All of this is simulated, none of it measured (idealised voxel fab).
The process module that follows is named voxel self aligned contacts.
Displayed cross-section: cut, width of 255 nm, square cells sized 5 nm.
Reading order for cross-sections: top band down to bottom band. Underlying form: a grid of square cells. Band size: one or more rows of cells. Band entry format. Leading values: height of top, height of bottom, nm. Remainder: materials in left-to-right order, each with its width in nm. Special words: "throughout" on a single material, which then fills the band edge to edge; "blank", empty space. Ref level 0: as-received wafer is one material below here. Bottom band extends down with no lower bound ("0 nm and below"). The two numbers in a width such as "30->40" mark its ends across the band: the first belongs to the top row of cells, the second to the bottom row, and from each row to the next the width moves by the same amount. You'll sometimes find "remained the same" written for a step, and that's the way of saying that nowhere in the cross-section did a cell change during that step. "Voids lacking openings" lists enclosed empty spaces (at least 8 cells, no open path upward to the top), each as width x height at distance from the left edge, in nm. Heads up: the bit after the settings on a step's line is the simulator's remark on that step. "overlay nm", when on a step's line for a step with a mask, measures how far to the right of its planned place the mask lay; a negative measure means to the left.
### Steps in the process plan
step 1: RECEIVE, material Si
step 2: OXIDIZE, depth nm 5
step 3: DIRECTIONAL_DEP, material polySi, thk nm 25
step 4: DIRECTIONAL_DEP, material SiN, thk nm 20
step 5: MASKED_ETCH, tone cover, mask id GATE, width nm 35, pitch nm 70, etch materials SiN, depth nm 20, overlay nm 0
step 6: MASKED_ETCH, tone cover, mask id GATE, width nm 35, pitch nm 70, etch materials polySi, depth nm 25, overlay nm 0
step 7: CONFORMAL_DEP, material SiN, thk nm 5
step 8: DIRECTIONAL_ETCH, etch materials SiN, depth nm 5
step 9: FILL_DEP, material SiO2, thk nm 10
step 10: CMP, height nm 50
step 11: DIRECTIONAL_DEP, material aC, thk nm 10
step 12: PATTERN, tone open, mask id CONTACT, material resist, width nm 45, thk nm 30, overlay nm 0
step 13: DIRECTIONAL_ETCH, etch materials aC, depth nm 10
step 14: STRIP, etch materials resist
step 15: DIRECTIONAL_ETCH, etch materials SiO2, depth nm 55
step 16: STRIP, etch materials aC
step 17: CONFORMAL_DEP, material TiN, thk nm 5
step 18: FILL_DEP, material W, thk nm 5
step 19: CMP, height nm 50
step 20: CONFORMAL_DEP, material SiCN, thk nm 5
### On the first of the two wafers: run conducted according to plan
### Step 1 complete: cross-section of the wafer as received
  0 nm and below: Si throughout
  Voids lacking openings: none
### Presented here is a cross-section of the wafer after step 2 has been performed
  0 nm to -5 nm: SiO2 throughout
  Note: structure below -5 unchanged.
### Presented here is a cross-section of the wafer after step 3 has been performed
  25 nm to 0 nm: polySi throughout
  Note: structure below 0 unchanged.
### Presented here is a cross-section of the wafer after step 4 has been performed
  45 nm to 25 nm: SiN throughout
  Note: structure below 25 unchanged.
### Presented here is a cross-section of the wafer after step 5 has been performed
  45 nm to 25 nm: blank=75 / SiN=35 / blank=35 / SiN=35 / blank=75
  Note: structure below 25 unchanged.
### Presented here is a cross-section of the wafer after step 6 has been performed
  45 nm to 25 nm: blank=75 / SiN=35 / blank=35 / SiN=35 / blank=75
  25 nm to 0 nm: blank=75 / polySi=35 / blank=35 / polySi=35 / blank=75
  Note: structure below 0 unchanged.
### Presented here is a cross-section of the wafer after step 7 has been performed
  50 nm to 25 nm: blank=70 / SiN=45 / blank=25 / SiN=45 / blank=70
  25 nm to 5 nm: blank=70 / SiN=5 / polySi=35 / SiN=5 / blank=25 / SiN=5 / polySi=35 / SiN=5 / blank=70
  5 nm to 0 nm: SiN=75 / polySi=35 / SiN=35 / polySi=35 / SiN=75
  Note: structure below 0 unchanged.
### Presented here is a cross-section of the wafer after step 8 has been performed
  45 nm to 25 nm: blank=70 / SiN=45 / blank=25 / SiN=45 / blank=70
  25 nm to 0 nm: blank=70 / SiN=5 / polySi=35 / SiN=5 / blank=25 / SiN=5 / polySi=35 / SiN=5 / blank=70
  Note: structure below 0 unchanged.
### Presented here is a cross-section of the wafer after step 9 has been performed
  55 nm to 45 nm: SiO2 throughout
  45 nm to 25 nm: SiO2=70 / SiN=45 / SiO2=25 / SiN=45 / SiO2=70
  25 nm to 0 nm: SiO2=70 / SiN=5 / polySi=35 / SiN=5 / SiO2=25 / SiN=5 / polySi=35 / SiN=5 / SiO2=70
  Note: structure below 0 unchanged.
### Presented here is a cross-section of the wafer after step 10 has been performed
  50 nm to 45 nm: SiO2 throughout
  Note: structure below 45 unchanged.
### Presented here is a cross-section of the wafer after step 11 has been performed
  60 nm to 50 nm: aC throughout
  Note: structure below 50 unchanged.
### Presented here is a cross-section of the wafer after step 12 has been performed
  90 nm to 60 nm: resist=105 / blank=45 / resist=105
  Note: structure below 60 unchanged.
### Presented here is a cross-section of the wafer after step 13 has been performed
  80 nm to 60 nm: resist=105 / blank=45 / resist=105
  60 nm to 50 nm: aC=105 / blank=45 / aC=105
  Note: structure below 50 unchanged.
### Presented here is a cross-section of the wafer after step 14 has been performed
  60 nm to 50 nm: aC=105 / blank=45 / aC=105
  Note: structure below 50 unchanged.
### Presented here is a cross-section of the wafer after step 15 has been performed
  60 nm to 50 nm: aC=105 / blank=45 / aC=105
  50 nm to 45 nm: SiO2=105 / blank=45 / SiO2=105
  45 nm to 25 nm: SiO2=70 / SiN=45 / blank=25 / SiN=45 / SiO2=70
  25 nm to 0 nm: SiO2=70 / SiN=5 / polySi=35 / SiN=5 / blank=25 / SiN=5 / polySi=35 / SiN=5 / SiO2=70
  0 nm to -5 nm: SiO2=115 / blank=25 / SiO2=115
  Note: structure below -5 unchanged.
### Presented here is a cross-section of the wafer after step 16 has been performed
  50 nm to 45 nm: SiO2=105 / blank=45 / SiO2=105
  Note: structure below 45 unchanged.
### Presented here is a cross-section of the wafer after step 17 has been performed
  55 nm to 50 nm: TiN=110 / blank=35 / TiN=110
  50 nm to 45 nm: SiO2=105 / TiN=15 / blank=15 / TiN=15 / SiO2=105
  45 nm to 25 nm: SiO2=70 / SiN=45 / TiN=5 / blank=15 / TiN=5 / SiN=45 / SiO2=70
  25 nm to 0 nm: SiO2=70 / SiN=5 / polySi=35 / SiN=5 / TiN=5 / blank=15 / TiN=5 / SiN=5 / polySi=35 / SiN=5 / SiO2=70
  0 nm to -5 nm: SiO2=115 / TiN=25 / SiO2=115
  Note: structure below -5 unchanged.
### Presented here is a cross-section of the wafer after step 18 has been performed
  60 nm to 55 nm: W throughout
  55 nm to 50 nm: TiN=110 / W=35 / TiN=110
  50 nm to 45 nm: SiO2=105 / TiN=15 / W=15 / TiN=15 / SiO2=105
  45 nm to 25 nm: SiO2=70 / SiN=45 / TiN=5 / W=15 / TiN=5 / SiN=45 / SiO2=70
  25 nm to 0 nm: SiO2=70 / SiN=5 / polySi=35 / SiN=5 / TiN=5 / W=15 / TiN=5 / SiN=5 / polySi=35 / SiN=5 / SiO2=70
  Note: structure below 0 unchanged.
### Presented here is a cross-section of the wafer after step 19 has been performed
  50 nm to 45 nm: SiO2=105 / TiN=15 / W=15 / TiN=15 / SiO2=105
  Note: structure below 45 unchanged.
### Presented here is a cross-section of the wafer after step 20 has been performed
  55 nm to 50 nm: SiCN throughout
  Note: structure below 50 unchanged.
### The Second Wafer: Common Origin and Plan, One Mistake in Execution, Identical to the First Through Step 4
### Cross-sectional view of the second wafer at the intended end time of process step 5
  45 nm to 25 nm: blank=70 / SiN=35 / blank=35 / SiN=35 / blank=80
  Note: structure below 25 unchanged.
### Cross-sectional view of the second wafer at the intended end time of process step 6
  45 nm to 25 nm: blank=70 / SiN=35 / blank=35 / SiN=35 / blank=80
  25 nm to 0 nm: blank=70 / polySi=40 / blank=30 / polySi=40 / blank=75
  Note: structure below 0 unchanged.
### Cross-sectional view of the second wafer at the intended end time of process step 7
  50 nm to 30 nm: blank=65 / SiN=45 / blank=25 / SiN=45 / blank=75
  30 nm to 25 nm: blank=65 / SiN=50 / blank=20 / SiN=50 / blank=70
  25 nm to 5 nm: blank=65 / SiN=5 / polySi=40 / SiN=5 / blank=20 / SiN=5 / polySi=40 / SiN=5 / blank=70
  5 nm to 0 nm: SiN=70 / polySi=40 / SiN=30 / polySi=40 / SiN=75
  Note: structure below 0 unchanged.
### Cross-sectional view of the second wafer at the intended end time of process step 8
  45 nm to 25 nm: blank=65 / SiN=45 / blank=25 / SiN=45 / blank=75
  25 nm to 0 nm: blank=65 / SiN=5 / polySi=40 / SiN=5 / blank=20 / SiN=5 / polySi=40 / SiN=5 / blank=70
  Note: structure below 0 unchanged.
### Cross-sectional view of the second wafer at the intended end time of process step 9
  55 nm to 45 nm: SiO2 throughout
  45 nm to 25 nm: SiO2=65 / SiN=45 / SiO2=25 / SiN=45 / SiO2=75
  25 nm to 0 nm: SiO2=65 / SiN=5 / polySi=40 / SiN=5 / SiO2=20 / SiN=5 / polySi=40 / SiN=5 / SiO2=70
  Note: structure below 0 unchanged.
### Cross-sectional view of the second wafer at the intended end time of process step 10
  50 nm to 45 nm: SiO2 throughout
  Note: structure below 45 unchanged.
### Cross-sectional view of the second wafer at the intended end time of process step 11
  60 nm to 50 nm: aC throughout
  Note: structure below 50 unchanged.
### Cross-sectional view of the second wafer at the intended end time of process step 12
  90 nm to 60 nm: resist=105 / blank=45 / resist=105
  Note: structure below 60 unchanged.
### Cross-sectional view of the second wafer at the intended end time of process step 13
  80 nm to 60 nm: resist=105 / blank=45 / resist=105
  60 nm to 50 nm: aC=105 / blank=45 / aC=105
  Note: structure below 50 unchanged.
### Cross-sectional view of the second wafer at the intended end time of process step 14
  60 nm to 50 nm: aC=105 / blank=45 / aC=105
  Note: structure below 50 unchanged.
### Cross-sectional view of the second wafer at the intended end time of process step 15
  60 nm to 50 nm: aC=105 / blank=45 / aC=105
  50 nm to 45 nm: SiO2=105 / blank=45 / SiO2=105
  45 nm to 25 nm: SiO2=65 / SiN=45 / blank=25 / SiN=45 / SiO2=75
  25 nm to 0 nm: SiO2=65 / SiN=5 / polySi=40 / SiN=5 / blank=20 / SiN=5 / polySi=40 / SiN=5 / SiO2=70
  0 nm to -5 nm: SiO2=115 / blank=20 / SiO2=120
  Note: structure below -5 unchanged.
### Cross-sectional view of the second wafer at the intended end time of process step 16
  50 nm to 45 nm: SiO2=105 / blank=45 / SiO2=105
  Note: structure below 45 unchanged.
### Cross-sectional view of the second wafer at the intended end time of process step 17
  55 nm to 50 nm: TiN=110 / blank=35 / TiN=110
  50 nm to 45 nm: SiO2=105 / TiN=10 / blank=15 / TiN=20 / SiO2=105
  45 nm to 30 nm: SiO2=65 / SiN=45 / TiN=5 / blank=15 / TiN=5 / SiN=45 / SiO2=75
  30 nm to 25 nm: SiO2=65 / SiN=45 / TiN=10 / blank=10 / TiN=5 / SiN=45 / SiO2=75
  25 nm to 0 nm: SiO2=65 / SiN=5 / polySi=40 / SiN=5 / TiN=5 / blank=10 / TiN=5 / SiN=5 / polySi=40 / SiN=5 / SiO2=70
  0 nm to -5 nm: SiO2=115 / TiN=20 / SiO2=120
  Note: structure below -5 unchanged.
### Cross-sectional view of the second wafer at the intended end time of process step 18
  60 nm to 55 nm: W throughout
  55 nm to 50 nm: TiN=110 / W=35 / TiN=110
  50 nm to 45 nm: SiO2=105 / TiN=10 / W=15 / TiN=20 / SiO2=105
  45 nm to 30 nm: SiO2=65 / SiN=45 / TiN=5 / W=15 / TiN=5 / SiN=45 / SiO2=75
  30 nm to 25 nm: SiO2=65 / SiN=45 / TiN=10 / W=10 / TiN=5 / SiN=45 / SiO2=75
  25 nm to 0 nm: SiO2=65 / SiN=5 / polySi=40 / SiN=5 / TiN=5 / W=10 / TiN=5 / SiN=5 / polySi=40 / SiN=5 / SiO2=70
  Note: structure below 0 unchanged.
### Cross-sectional view of the second wafer at the intended end time of process step 19
  50 nm to 45 nm: SiO2=105 / TiN=10 / W=15 / TiN=20 / SiO2=105
  Note: structure below 45 unchanged.
### Cross-sectional view of the second wafer at the intended end time of process step 20
  55 nm to 50 nm: SiCN throughout
  Note: structure below 50 unchanged.
The mistake made against the process plan was this: contrary to plan, step 5 was performed as MASKED_ETCH, tone cover, mask id GATE, width nm 35, pitch nm 70, etch materials SiN, depth nm 20, overlay nm -5
The second wafer ends with more or fewer cells of some materials than the first, per final count: SiO2 -4, W -6, polySi +10
